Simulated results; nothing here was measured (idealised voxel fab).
The following process module bears the name voxel released beams.
It is cross-section cut that appears here, measuring 195 nm in width, its square cells being 5 nm in size.
In this document a cross-section is written as a grid of square cells. It is given as a series of bands, listed from the top down, and a band is one or more rows of cells. Each band's line starts with the height of the band's top and of its bottom, in nm. Then come its materials from left to right, each with its width in nm. One material with "throughout" fills the band from edge to edge. "empty" is empty space. Basically, 0 is our baseline, since under it the wafer straight out of the box is all one material. The bottom band has no lower end and keeps on going down, so it looks like "0..down". A two-number width, for instance "30 to 40", indicates that the width is equal to the first number in the top row of the band and to the second number in the bottom row, and that it changes by a constant amount per row of cells. "nothing changed" (step): cross-section cells unchanged, all of them. Empty spaces counting at least 8 cells and having no open way to the top are listed in "Voids lacking openings". The notation width x height at distance is used for each, the distance being from the left edge and all three values in nm. On a step's line, text after the settings is the simulator commenting on that step. Steps that use a mask can have "overlay nm" on their line. It says how far the mask sat to the right of where it was meant to be. Negative means to the left.
SO HERE'S THE LINEUP OF PROCESS STEPS WE PLANNED
1. RECEIVE | material Si
2. CONFORMAL_DEP | material SiN | thk nm 5
3. DIRECTIONAL_DEP | material SiO2 | thk nm 10
4. MASKED_ETCH | tone open | mask id ANCHOR | width nm 45 | etch materials SiO2 | depth nm 10 | overlay nm 0
5. CONFORMAL_DEP | material TiN | thk nm 15
6. DIRECTIONAL_DEP | material aC | thk nm 10
7. PATTERN | tone cover | mask id BEAM | material resist | width nm 120 | thk nm 30 | overlay nm 0
8. DIRECTIONAL_ETCH | etch materials aC | depth nm 10
9. STRIP | etch materials resist
10. DIRECTIONAL_ETCH | etch materials TiN | depth nm 15
11. STRIP | etch materials aC
12. STRIP | etch materials SiO2
INCOMING WAFER, CROSS-SECTIONAL VIEW, POST STEP 1
- 0..down: Si throughout
- Voids lacking openings: none
RUN AS PLANNED - FIRST OF THE TWO WAFERS CROSS-SECTIONED AT THE END OF THE MODULE
- 30..20: empty 35, TiN 20, empty 15, TiN 85, empty 40
- 20..15: empty 35, TiN 120, empty 40
- 15..5: empty 40, TiN 45, empty 110
- 5..0: SiN throughout
- 0..down: Si throughout
- Voids lacking openings: none
SECOND OF TWO WAFERS, MODULE COMPLETE, SECTIONED: IT SHARES THE FIRST WAFER'S START AND PLAN BUT WAS RUN WITH ONE MISTAKE
- 30..20: empty 40, TiN 15, empty 15, TiN 85, empty 40
- 20..15: empty 40, TiN 115, empty 40
- 15..5: empty 40, TiN 45, empty 110
- 5..0: SiN throughout
- 0..down: Si throughout
- Voids lacking openings: none
What went wrong in running the wafer? step 7 was not run as planned; what actually ran was PATTERN | tone cover | mask id BEAM | material resist | width nm 115 | thk nm 30 | overlay nm 0
End of process, cell counts, second wafer against first, materials with more or fewer: 3 fewer of TiN
